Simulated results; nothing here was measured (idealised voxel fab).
process module | voxel lift off
cross-section cut | 180 nm wide | cells 5 nm
A cross-section is a grid of square cells, given in bands from the top down. A band is one or more rows of cells.
Each band's line starts with the height of the band's top and of its bottom, in nm. Then come its materials from left to right, each with its width in nm. One material with "throughout" fills the band from edge to edge. "air" is empty space.
Height 0 is the level under which the wafer as received is all one material. The lowest band goes on downwards, as in "0 down".
A width such as "30 to 40" changes by the same amount from each row of cells to the next, from the band's top row to its bottom row.
"no change" after a step means that no cell of the cross-section changed.
closed voids: empty space of 8 cells or more with no open way to the top, each as width x height at its distance from the left edge, in nm
after a step's settings: what the simulator itself notes on the step
overlay nm, on a step with a mask: how far to the right of its planned place the mask lay; to the left if negative
plan
1 op RECEIVE | material Si
2 op CONFORMAL_DEP | material Al2O3 | thk nm 15
3 op PATTERN | tone open | mask id LINES | material resist | width nm 15 | pitch nm 50 | thk nm 25 | overlay nm 0
4 op DIRECTIONAL_DEP | material Ru | thk nm 10
5 op STRIP | etch materials resist
6 op CONFORMAL_DEP | material SiN | thk nm 5
varied across the wafers: width nm of step 3. The plan shows the first wafer's value. All wafers start alike
first wafer as received, after step 1
  0 down: Si throughout
  closed voids: none
each wafer at the end: cells of each material gained (+) or lost (-) since it was received, then its closed voids
width nm 15 | +108 Al2O3 | +12 Ru | +44 SiN | closed voids: none
width nm 20 | +108 Al2O3 | +16 Ru | +44 SiN | closed voids: none
width nm 25 | +108 Al2O3 | +20 Ru | +44 SiN | closed voids: none
width nm 30 | +108 Al2O3 | +24 Ru | +44 SiN | closed voids: none
width nm 35 | +108 Al2O3 | +28 Ru | +44 SiN | closed voids: none
